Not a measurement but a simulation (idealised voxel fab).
Presented below is a process module, voxel double patterning.
Displayed cross-section: cut, width of 155 nm, square cells sized 5 nm.
Each cross-section below is a grid of square cells, stated as bands in top-down order, with one or more rows of cells making up each band.
This entry defines a band. It first specifies the height of the band's top and the height of its bottom in nm, and then specifies the band's materials from left to right, stating each material with its width in nm. The word "full width" identifies a single material that fills the band from edge to edge, while the word "air" identifies empty space.
Beneath 0, the wafer as received is one material, and that level is where height counting begins. The lowest band goes on downward without a bottom; it is written like "from 0 down".
A width given as "30..40" starts at the first number in the band's top row and ends at the second number in its bottom row, shifting by an equal amount at every step from row to row.
Key: "remained the same" - step with no changed cell in the cross-section.
"Sealed void list" specifies each empty space that is not open to the top and that occupies no fewer than 8 cells, using the form width x height at distance, the distance measured from the left edge and all three quantities in nm.
What comes after the settings on a step's line is commentary from the simulator itself on that step.
The "overlay nm" setting may appear on a step's line; for a step that uses a mask, it gives how far to the right of its planned position the mask lay, and a negative value indicates the left.

SET OUT BELOW ARE THE PLANNED STEPS OF THE PROCESS
1 RECEIVE | material Si
2 CONFORMAL_DEP | material SiO2 | thk nm 10
3 DIRECTIONAL_DEP | material polySi | thk nm 15
4 DIRECTIONAL_DEP | material SiCN | thk nm 10
5 MASKED_ETCH | tone open | mask id FIRST | width nm 15 | pitch nm 50 | etch materials SiCN | depth nm 10 | overlay nm 0
6 MASKED_ETCH | tone open | mask id SECOND | width nm 15 | pitch nm 50 | etch materials SiCN | depth nm 10 | overlay nm 0
7 DIRECTIONAL_ETCH | etch materials polySi | depth nm 15
8 STRIP | etch materials SiCN

CROSS-SECTION OF THE WAFER AS IT CAME TO US, I.E., ALREADY THROUGH STEP 1
    from 0 down | Si full width
    Sealed void list: none

THE PLAN ABOVE WAS CARRIED OUT ON THE STARTING STRUCTURE ABOVE WITH ONE MISTAKE, AND THIS CROSS-SECTION SHOWS THE WAFER AT THE END OF THE MODULE
    from 40 to 25 | polySi 20 nm; air 15 nm; polySi 10 nm; air 15 nm; polySi 10 nm; air 15 nm; polySi 10 nm; air 15 nm; polySi 10 nm; air 15 nm; polySi 20 nm
    from 25 to 10 | polySi full width
    from 10 to 0 | SiO2 full width
    from 0 down | Si full width
    Sealed void list: none
What broke from the plan during processing? step 3 of the plan was performed twice
